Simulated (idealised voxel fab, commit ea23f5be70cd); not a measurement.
process module | voxel tone inversion
cross-section cut | 220 nm wide | cells 5 nm
A cross-section is a grid of square cells, given in bands from the top down. A band is one or more rows of cells.
Each band's line starts with the height of the band's top and of its bottom, in nm. Then come its materials from left to right, each with its width in nm. One material with "throughout" fills the band from edge to edge. "air" is empty space.
Height 0 is the level under which the wafer as received is all one material. The lowest band goes on downwards, as in "0 down".
A width such as "30 to 40" changes by the same amount from each row of cells to the next, from the band's top row to its bottom row.
"no change" after a step means that no cell of the cross-section changed.
closed voids: empty space of 8 cells or more with no open way to the top, each as width x height at its distance from the left edge, in nm
after a step's settings: what the simulator itself notes on the step
overlay nm, on a step with a mask: how far to the right of its planned place the mask lay; to the left if negative
plan
1 op RECEIVE | material Si
2 op CONFORMAL_DEP | material SiCN | thk nm 10
3 op DIRECTIONAL_DEP | material polySi | thk nm 15
4 op PATTERN | tone cover | mask id POSTS | material resist | width nm 20 | pitch nm 50 | thk nm 20 | overlay nm 0
5 op DIRECTIONAL_ETCH | etch materials polySi | depth nm 15
6 op STRIP | etch materials resist
7 op FILL_DEP | material SiO2 | thk nm 10
8 op CMP | height nm 25
9 op STRIP | etch materials polySi
10 op CONFORMAL_DEP | material TiN | thk nm 5
11 op FILL_DEP | material Ru | thk nm 5
12 op CMP | height nm 25
13 op CONFORMAL_DEP | material SiN | thk nm 5
as received, after step 1
  0 down: Si throughout
  closed voids: none
first wafer at the end, as planned
  30 to 25: SiN throughout
  25 to 15: SiO2 50 | TiN 5 | Ru 10 | TiN 5 | SiO2 30 | TiN 5 | Ru 10 | TiN 5 | SiO2 30 | TiN 5 | Ru 10 | TiN 5 | SiO2 50
  15 to 10: SiO2 50 | TiN 20 | SiO2 30 | TiN 20 | SiO2 30 | TiN 20 | SiO2 50
  10 to 0: SiCN throughout
  0 down: Si throughout
  closed voids: none
second wafer at the end: like start, like plan, one mistake
  30 to 25: SiN throughout
  25 to 20: SiO2 50 | TiN 5 | Ru 10 | TiN 5 | SiO2 30 | TiN 5 | Ru 10 | TiN 5 | SiO2 30 | TiN 5 | Ru 10 | TiN 5 | SiO2 50
  20 to 15: SiO2 50 | TiN 20 | SiO2 30 | TiN 20 | SiO2 30 | TiN 20 | SiO2 50
  15 to 0: SiCN throughout
  0 down: Si throughout
  closed voids: none
what went wrong: step 2 ran as: op CONFORMAL_DEP | material SiCN | thk nm 15
at the end the second wafer has, in cells: 6 fewer of Ru | 44 more of SiCN | 32 fewer of SiO2 | 6 fewer of TiN
